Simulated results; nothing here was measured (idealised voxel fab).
Process module under the name voxel wiring stack
Pictured: cross-section cut, 150 nm wide, on a grid of 5 nm square cells.
A cross-section is written here as square cells arranged in a grid, and it is given in bands from the top down, each band taking up one or more rows of cells. Read a band's entry like this: the first values are the height of its top and the height of its bottom in nm, and what follows is the sequence of materials from left to right, each with its width in nm. Note that "air" is empty space, and that a single material marked "all across" reaches across the band from edge to edge. Height datum 0, below which the as-received substrate wafer is one material. Lowest band open at the bottom, running downward: "0 and below". Note: "30 to 40" means the width goes from the first number (top row of the band) to the second number (bottom row) in equal steps per row of cells. "nothing altered" for a step: no cell of the cross-section changed in that step. Unvented internal voids: empty space of 8 cells or more with no open way to the top, each as width x height at its distance from the left edge, in nm. Whatever follows a step's settings on its line is a remark the simulator itself makes about that step. You can add "overlay nm" to a step's line. For a step with a mask, it describes how far the mask lay to the right of its planned position, and a negative number describes a lay to the left.
[Intended process steps]
- 1: op RECEIVE | material Si
- 2: op CONFORMAL_DEP | material SiO2 | thk nm 15
- 3: op DIRECTIONAL_DEP | material TiN | thk nm 5
- 4: op DIRECTIONAL_DEP | material Ru | thk nm 15
- 5: op MASKED_ETCH | tone cover | mask id METAL_1 | width nm 25 | pitch nm 45 | etch materials Ru | depth nm 15 | overlay nm 0
- 6: op MASKED_ETCH | tone cover | mask id METAL_1 | width nm 25 | pitch nm 45 | etch materials TiN | depth nm 5 | overlay nm 0
- 7: op CONFORMAL_DEP | material SiN | thk nm 5
- 8: op FILL_DEP | material lowk | thk nm 5
- 9: op CMP | height nm 35
- 10: op CONFORMAL_DEP | material SiCN | thk nm 5
- 11: op DIRECTIONAL_DEP | material SiO2 | thk nm 15
- 12: op MASKED_ETCH | tone open | mask id PLUG_1 | width nm 15 | pitch nm 90 | etch materials SiO2 | depth nm 15 | overlay nm 0
- 13: op MASKED_ETCH | tone open | mask id PLUG_1 | width nm 15 | pitch nm 90 | etch materials SiCN | depth nm 5 | overlay nm 0
- 14: op CONFORMAL_DEP | material TiN | thk nm 5
- 15: op FILL_DEP | material Cu | thk nm 10
- 16: op CMP | height nm 55
- 17: op CONFORMAL_DEP | material SiCN | thk nm 5
- 18: op DIRECTIONAL_DEP | material lowk | thk nm 15
- 19: op DIRECTIONAL_DEP | material aC | thk nm 15
- 20: op PATTERN | tone open | mask id METAL_2 | material resist | width nm 25 | pitch nm 45 | thk nm 30 | overlay nm 0
- 21: op DIRECTIONAL_ETCH | etch materials aC | depth nm 15
- 22: op STRIP | etch materials resist
- 23: op DIRECTIONAL_ETCH | etch materials lowk | depth nm 15
- 24: op DIRECTIONAL_ETCH | etch materials SiCN | depth nm 5
- 25: op STRIP | etch materials aC
- 26: op CONFORMAL_DEP | material TiN | thk nm 5
- 27: op FILL_DEP | material Ru | thk nm 10
- 28: op CMP | height nm 75
- 29: op CONFORMAL_DEP | material SiCN | thk nm 5
- 30: op DIRECTIONAL_DEP | material SiO2 | thk nm 35
- 31: op MASKED_ETCH | tone open | mask id METAL_3_HOLES | width nm 15 | pitch nm 45 | etch materials SiO2 | depth nm 35 | overlay nm 0
- 32: op PATTERN | tone open | mask id METAL_3 | material resist | width nm 25 | pitch nm 45 | thk nm 15 | overlay nm 0
- 33: op DIRECTIONAL_ETCH | etch materials SiO2 | depth nm 20
- 34: op DIRECTIONAL_ETCH | etch materials SiCN | depth nm 5
- 35: op STRIP | etch materials resist
- 36: op CONFORMAL_DEP | material TiN | thk nm 5
- 37: op FILL_DEP | material Cu | thk nm 5
- 38: op CMP | height nm 115
- 39: op CONFORMAL_DEP | material SiN | thk nm 5
[First wafer out of two, processed as planned]
[Shown in cross-section is the wafer as received, that is, as it stands after step 1]
0 and below | Si all across
Unvented internal voids: none
[after step 2]
15 down to 0 | SiO2 all across
For the remainder of the cross-section, below 0, there is no change.
[after step 3]
20 down to 15 | TiN all across
For the remainder of the cross-section, below 15, there is no change.
[after step 4]
35 down to 20 | Ru all across
For the remainder of the cross-section, below 20, there is no change.
[after step 5]
35 down to 20 | air 15, then Ru 25, then air 20, then Ru 25, then air 20, then Ru 25, then air 20
For the remainder of the cross-section, below 20, there is no change.
[after step 6]
35 down to 20 | air 15, then Ru 25, then air 20, then Ru 25, then air 20, then Ru 25, then air 20
20 down to 15 | air 15, then TiN 25, then air 20, then TiN 25, then air 20, then TiN 25, then air 20
For the remainder of the cross-section, below 15, there is no change.
[after step 7]
40 down to 35 | air 10, then SiN 35, then air 10, then SiN 35, then air 10, then SiN 35, then air 15
35 down to 20 | air 10, then SiN 5, then Ru 25, then SiN 5, then air 10, then SiN 5, then Ru 25, then SiN 5, then air 10, then SiN 5, then Ru 25, then SiN 5, then air 15
20 down to 15 | SiN 15, then TiN 25, then SiN 20, then TiN 25, then SiN 20, then TiN 25, then SiN 20
For the remainder of the cross-section, below 15, there is no change.
[after step 8]
45 down to 40 | lowk all across
40 down to 35 | lowk 10, then SiN 35, then lowk 10, then SiN 35, then lowk 10, then SiN 35, then lowk 15
35 down to 20 | lowk 10, then SiN 5, then Ru 25, then SiN 5, then lowk 10, then SiN 5, then Ru 25, then SiN 5, then lowk 10, then SiN 5, then Ru 25, then SiN 5, then lowk 15
For the remainder of the cross-section, below 20, there is no change.
[after step 9]
35 down to 20 | lowk 10, then SiN 5, then Ru 25, then SiN 5, then lowk 10, then SiN 5, then Ru 25, then SiN 5, then lowk 10, then SiN 5, then Ru 25, then SiN 5, then lowk 15
For the remainder of the cross-section, below 20, there is no change.
[after step 10]
40 down to 35 | SiCN all across
For the remainder of the cross-section, below 35, there is no change.
[after step 11]
55 down to 40 | SiO2 all across
For the remainder of the cross-section, below 40, there is no change.
[after step 12]
55 down to 40 | SiO2 15, then air 15, then SiO2 75, then air 15, then SiO2 30
For the remainder of the cross-section, below 40, there is no change.
[after step 13]
55 down to 40 | SiO2 15, then air 15, then SiO2 75, then air 15, then SiO2 30
40 down to 35 | SiCN 15, then air 15, then SiCN 75, then air 15, then SiCN 30
For the remainder of the cross-section, below 35, there is no change.
[after step 14]
60 down to 55 | TiN 20, then air 5, then TiN 85, then air 5, then TiN 35
55 down to 40 | SiO2 15, then TiN 5, then air 5, then TiN 5, then SiO2 75, then TiN 5, then air 5, then TiN 5, then SiO2 30
40 down to 35 | SiCN 15, then TiN 15, then SiCN 75, then TiN 15, then SiCN 30
For the remainder of the cross-section, below 35, there is no change.
[after step 15]
70 down to 60 | Cu all across
60 down to 55 | TiN 20, then Cu 5, then TiN 85, then Cu 5, then TiN 35
55 down to 40 | SiO2 15, then TiN 5, then Cu 5, then TiN 5, then SiO2 75, then TiN 5, then Cu 5, then TiN 5, then SiO2 30
For the remainder of the cross-section, below 40, there is no change.
[after step 16]
55 down to 40 | SiO2 15, then TiN 5, then Cu 5, then TiN 5, then SiO2 75, then TiN 5, then Cu 5, then TiN 5, then SiO2 30
For the remainder of the cross-section, below 40, there is no change.
[after step 17]
60 down to 55 | SiCN all across
For the remainder of the cross-section, below 55, there is no change.
[after step 18]
75 down to 60 | lowk all across
For the remainder of the cross-section, below 60, there is no change.
[after step 19]
90 down to 75 | aC all across
For the remainder of the cross-section, below 75, there is no change.
[after step 20]
120 down to 90 | resist 15, then air 25, then resist 20, then air 25, then resist 20, then air 25, then resist 20
For the remainder of the cross-section, below 90, there is no change.
[after step 21]
105 down to 90 | resist 15, then air 25, then resist 20, then air 25, then resist 20, then air 25, then resist 20
90 down to 75 | aC 15, then air 25, then aC 20, then air 25, then aC 20, then air 25, then aC 20
For the remainder of the cross-section, below 75, there is no change.
[after step 22]
90 down to 75 | aC 15, then air 25, then aC 20, then air 25, then aC 20, then air 25, then aC 20
For the remainder of the cross-section, below 75, there is no change.
[after step 23]
90 down to 75 | aC 15, then air 25, then aC 20, then air 25, then aC 20, then air 25, then aC 20
75 down to 60 | lowk 15, then air 25, then lowk 20, then air 25, then lowk 20, then air 25, then lowk 20
For the remainder of the cross-section, below 60, there is no change.
[after step 24]
90 down to 75 | aC 15, then air 25, then aC 20, then air 25, then aC 20, then air 25, then aC 20
75 down to 60 | lowk 15, then air 25, then lowk 20, then air 25, then lowk 20, then air 25, then lowk 20
60 down to 55 | SiCN 15, then air 25, then SiCN 20, then air 25, then SiCN 20, then air 25, then SiCN 20
For the remainder of the cross-section, below 55, there is no change.
[after step 25]
75 down to 60 | lowk 15, then air 25, then lowk 20, then air 25, then lowk 20, then air 25, then lowk 20
For the remainder of the cross-section, below 60, there is no change.
[after step 26]
80 down to 75 | TiN 20, then air 15, then TiN 30, then air 15, then TiN 30, then air 15, then TiN 25
75 down to 60 | lowk 15, then TiN 5, then air 15, then TiN 5, then lowk 20, then TiN 5, then air 15, then TiN 5, then lowk 20, then TiN 5, then air 15, then TiN 5, then lowk 20
60 down to 55 | SiCN 15, then TiN 25, then SiCN 20, then TiN 25, then SiCN 20, then TiN 25, then SiCN 20
For the remainder of the cross-section, below 55, there is no change.
[after step 27]
90 down to 80 | Ru all across
80 down to 75 | TiN 20, then Ru 15, then TiN 30, then Ru 15, then TiN 30, then Ru 15, then TiN 25
75 down to 60 | lowk 15, then TiN 5, then Ru 15, then TiN 5, then lowk 20, then TiN 5, then Ru 15, then TiN 5, then lowk 20, then TiN 5, then Ru 15, then TiN 5, then lowk 20
For the remainder of the cross-section, below 60, there is no change.
[after step 28]
75 down to 60 | lowk 15, then TiN 5, then Ru 15, then TiN 5, then lowk 20, then TiN 5, then Ru 15, then TiN 5, then lowk 20, then TiN 5, then Ru 15, then TiN 5, then lowk 20
For the remainder of the cross-section, below 60, there is no change.
[after step 29]
80 down to 75 | SiCN all across
For the remainder of the cross-section, below 75, there is no change.
[after step 30]
115 down to 80 | SiO2 all across
For the remainder of the cross-section, below 80, there is no change.
[after step 31]
115 down to 80 | SiO2 15, then air 15, then SiO2 30, then air 15, then SiO2 30, then air 15, then SiO2 30
For the remainder of the cross-section, below 80, there is no change.
[after step 32]
130 down to 115 | resist 15, then air 25, then resist 20, then air 25, then resist 20, then air 25, then resist 20
For the remainder of the cross-section, below 115, there is no change.
[after step 33]
130 down to 115 | resist 15, then air 25, then resist 20, then air 25, then resist 20, then air 25, then resist 20
115 down to 95 | SiO2 15, then air 25, then SiO2 20, then air 25, then SiO2 20, then air 25, then SiO2 20
For the remainder of the cross-section, below 95, there is no change.
[after step 34]
130 down to 115 | resist 15, then air 25, then resist 20, then air 25, then resist 20, then air 25, then resist 20
115 down to 95 | SiO2 15, then air 25, then SiO2 20, then air 25, then SiO2 20, then air 25, then SiO2 20
95 down to 80 | SiO2 15, then air 15, then SiO2 30, then air 15, then SiO2 30, then air 15, then SiO2 30
80 down to 75 | SiCN 15, then air 15, then SiCN 30, then air 15, then SiCN 30, then air 15, then SiCN 30
For the remainder of the cross-section, below 75, there is no change.
[after step 35]
115 down to 95 | SiO2 15, then air 25, then SiO2 20, then air 25, then SiO2 20, then air 25, then SiO2 20
For the remainder of the cross-section, below 95, there is no change.
[after step 36]
120 down to 115 | TiN 20, then air 15, then TiN 30, then air 15, then TiN 30, then air 15, then TiN 25
115 down to 100 | SiO2 15, then TiN 5, then air 15, then TiN 5, then SiO2 20, then TiN 5, then air 15, then TiN 5, then SiO2 20, then TiN 5, then air 15, then TiN 5, then SiO2 20
100 down to 95 | SiO2 15, then TiN 5, then air 5, then TiN 15, then SiO2 20, then TiN 5, then air 5, then TiN 15, then SiO2 20, then TiN 5, then air 5, then TiN 15, then SiO2 20
95 down to 80 | SiO2 15, then TiN 5, then air 5, then TiN 5, then SiO2 30, then TiN 5, then air 5, then TiN 5, then SiO2 30, then TiN 5, then air 5, then TiN 5, then SiO2 30
80 down to 75 | SiCN 15, then TiN 15, then SiCN 30, then TiN 15, then SiCN 30, then TiN 15, then SiCN 30
For the remainder of the cross-section, below 75, there is no change.
[after step 37]
125 down to 120 | Cu all across
120 down to 115 | TiN 20, then Cu 15, then TiN 30, then Cu 15, then TiN 30, then Cu 15, then TiN 25
115 down to 100 | SiO2 15, then TiN 5, then Cu 15, then TiN 5, then SiO2 20, then TiN 5, then Cu 15, then TiN 5, then SiO2 20, then TiN 5, then Cu 15, then TiN 5, then SiO2 20
100 down to 95 | SiO2 15, then TiN 5, then Cu 5, then TiN 15, then SiO2 20, then TiN 5, then Cu 5, then TiN 15, then SiO2 20, then TiN 5, then Cu 5, then TiN 15, then SiO2 20
95 down to 80 | SiO2 15, then TiN 5, then Cu 5, then TiN 5, then SiO2 30, then TiN 5, then Cu 5, then TiN 5, then SiO2 30, then TiN 5, then Cu 5, then TiN 5, then SiO2 30
For the remainder of the cross-section, below 80, there is no change.
[after step 38]
115 down to 100 | SiO2 15, then TiN 5, then Cu 15, then TiN 5, then SiO2 20, then TiN 5, then Cu 15, then TiN 5, then SiO2 20, then TiN 5, then Cu 15, then TiN 5, then SiO2 20
For the remainder of the cross-section, below 100, there is no change.
[after step 39]
120 down to 115 | SiN all across
For the remainder of the cross-section, below 115, there is no change.
[Second wafer, same starting conditions and recipe as the first, one mistake in executing it, nothing differs from the first up to and including step 19]
[Second wafer, section view, time point: scheduled end of step 20]
120 down to 90 | air 15, then resist 25, then air 20, then resist 25, then air 20, then resist 25, then air 20
For the remainder of the cross-section, below 90, there is no change.
[Second wafer, section view, time point: scheduled end of step 21]
105 down to 90 | air 15, then resist 25, then air 20, then resist 25, then air 20, then resist 25, then air 20
90 down to 75 | air 15, then aC 25, then air 20, then aC 25, then air 20, then aC 25, then air 20
For the remainder of the cross-section, below 75, there is no change.
[Second wafer, section view, time point: scheduled end of step 22]
90 down to 75 | air 15, then aC 25, then air 20, then aC 25, then air 20, then aC 25, then air 20
For the remainder of the cross-section, below 75, there is no change.
[Second wafer, section view, time point: scheduled end of step 23]
90 down to 75 | air 15, then aC 25, then air 20, then aC 25, then air 20, then aC 25, then air 20
75 down to 60 | air 15, then lowk 25, then air 20, then lowk 25, then air 20, then lowk 25, then air 20
For the remainder of the cross-section, below 60, there is no change.
[Second wafer, section view, time point: scheduled end of step 24]
90 down to 75 | air 15, then aC 25, then air 20, then aC 25, then air 20, then aC 25, then air 20
75 down to 60 | air 15, then lowk 25, then air 20, then lowk 25, then air 20, then lowk 25, then air 20
60 down to 55 | air 15, then SiCN 25, then air 20, then SiCN 25, then air 20, then SiCN 25, then air 20
For the remainder of the cross-section, below 55, there is no change.
[Second wafer, section view, time point: scheduled end of step 25]
75 down to 60 | air 15, then lowk 25, then air 20, then lowk 25, then air 20, then lowk 25, then air 20
For the remainder of the cross-section, below 60, there is no change.
[Second wafer, section view, time point: scheduled end of step 26]
80 down to 75 | air 10, then TiN 35, then air 10, then TiN 35, then air 10, then TiN 35, then air 15
75 down to 60 | air 10, then TiN 5, then lowk 25, then TiN 5, then air 10, then TiN 5, then lowk 25, then TiN 5, then air 10, then TiN 5, then lowk 25, then TiN 5, then air 15
60 down to 55 | TiN 15, then SiCN 25, then TiN 20, then SiCN 25, then TiN 20, then SiCN 25, then TiN 20
For the remainder of the cross-section, below 55, there is no change.
[Second wafer, section view, time point: scheduled end of step 27]
90 down to 80 | Ru all across
80 down to 75 | Ru 10, then TiN 35, then Ru 10, then TiN 35, then Ru 10, then TiN 35, then Ru 15
75 down to 60 | Ru 10, then TiN 5, then lowk 25, then TiN 5, then Ru 10, then TiN 5, then lowk 25, then TiN 5, then Ru 10, then TiN 5, then lowk 25, then TiN 5, then Ru 15
For the remainder of the cross-section, below 60, there is no change.
[Second wafer, section view, time point: scheduled end of step 28]
75 down to 60 | Ru 10, then TiN 5, then lowk 25, then TiN 5, then Ru 10, then TiN 5, then lowk 25, then TiN 5, then Ru 10, then TiN 5, then lowk 25, then TiN 5, then Ru 15
For the remainder of the cross-section, below 60, there is no change.
[Second wafer, section view, time point: scheduled end of step 29]
80 down to 75 | SiCN all across
For the remainder of the cross-section, below 75, there is no change.
[Second wafer, section view, time point: scheduled end of step 30]
115 down to 80 | SiO2 all across
For the remainder of the cross-section, below 80, there is no change.
[Second wafer, section view, time point: scheduled end of step 31]
115 down to 80 | SiO2 15, then air 15, then SiO2 30, then air 15, then SiO2 30, then air 15, then SiO2 30
For the remainder of the cross-section, below 80, there is no change.
[Second wafer, section view, time point: scheduled end of step 32]
130 down to 115 | resist 15, then air 25, then resist 20, then air 25, then resist 20, then air 25, then resist 20
For the remainder of the cross-section, below 115, there is no change.
[Second wafer, section view, time point: scheduled end of step 33]
130 down to 115 | resist 15, then air 25, then resist 20, then air 25, then resist 20, then air 25, then resist 20
115 down to 95 | SiO2 15, then air 25, then SiO2 20, then air 25, then SiO2 20, then air 25, then SiO2 20
For the remainder of the cross-section, below 95, there is no change.
[Second wafer, section view, time point: scheduled end of step 34]
130 down to 115 | resist 15, then air 25, then resist 20, then air 25, then resist 20, then air 25, then resist 20
115 down to 95 | SiO2 15, then air 25, then SiO2 20, then air 25, then SiO2 20, then air 25, then SiO2 20
95 down to 80 | SiO2 15, then air 15, then SiO2 30, then air 15, then SiO2 30, then air 15, then SiO2 30
80 down to 75 | SiCN 15, then air 15, then SiCN 30, then air 15, then SiCN 30, then air 15, then SiCN 30
For the remainder of the cross-section, below 75, there is no change.
[Second wafer, section view, time point: scheduled end of step 35]
115 down to 95 | SiO2 15, then air 25, then SiO2 20, then air 25, then SiO2 20, then air 25, then SiO2 20
For the remainder of the cross-section, below 95, there is no change.
[Second wafer, section view, time point: scheduled end of step 36]
120 down to 115 | TiN 20, then air 15, then TiN 30, then air 15, then TiN 30, then air 15, then TiN 25
115 down to 100 | SiO2 15, then TiN 5, then air 15, then TiN 5, then SiO2 20, then TiN 5, then air 15, then TiN 5, then SiO2 20, then TiN 5, then air 15, then TiN 5, then SiO2 20
100 down to 95 | SiO2 15, then TiN 5, then air 5, then TiN 15, then SiO2 20, then TiN 5, then air 5, then TiN 15, then SiO2 20, then TiN 5, then air 5, then TiN 15, then SiO2 20
95 down to 80 | SiO2 15, then TiN 5, then air 5, then TiN 5, then SiO2 30, then TiN 5, then air 5, then TiN 5, then SiO2 30, then TiN 5, then air 5, then TiN 5, then SiO2 30
80 down to 75 | SiCN 15, then TiN 15, then SiCN 30, then TiN 15, then SiCN 30, then TiN 15, then SiCN 30
For the remainder of the cross-section, below 75, there is no change.
[Second wafer, section view, time point: scheduled end of step 37]
125 down to 120 | Cu all across
120 down to 115 | TiN 20, then Cu 15, then TiN 30, then Cu 15, then TiN 30, then Cu 15, then TiN 25
115 down to 100 | SiO2 15, then TiN 5, then Cu 15, then TiN 5, then SiO2 20, then TiN 5, then Cu 15, then TiN 5, then SiO2 20, then TiN 5, then Cu 15, then TiN 5, then SiO2 20
100 down to 95 | SiO2 15, then TiN 5, then Cu 5, then TiN 15, then SiO2 20, then TiN 5, then Cu 5, then TiN 15, then SiO2 20, then TiN 5, then Cu 5, then TiN 15, then SiO2 20
95 down to 80 | SiO2 15, then TiN 5, then Cu 5, then TiN 5, then SiO2 30, then TiN 5, then Cu 5, then TiN 5, then SiO2 30, then TiN 5, then Cu 5, then TiN 5, then SiO2 30
For the remainder of the cross-section, below 80, there is no change.
[Second wafer, section view, time point: scheduled end of step 38]
115 down to 100 | SiO2 15, then TiN 5, then Cu 15, then TiN 5, then SiO2 20, then TiN 5, then Cu 15, then TiN 5, then SiO2 20, then TiN 5, then Cu 15, then TiN 5, then SiO2 20
For the remainder of the cross-section, below 100, there is no change.
[Second wafer, section view, time point: scheduled end of step 39]
120 down to 115 | SiN all across
For the remainder of the cross-section, below 115, there is no change.
So what did we get wrong on this run? in deviation from the planned setting, step 20 was conducted as op PATTERN | tone cover | mask id METAL_2 | material resist | width nm 25 | pitch nm 45 | thk nm 30 | overlay nm 0
Tallied in cells, the final second wafer holds each material in the same quantity as the first, although not at the same places.
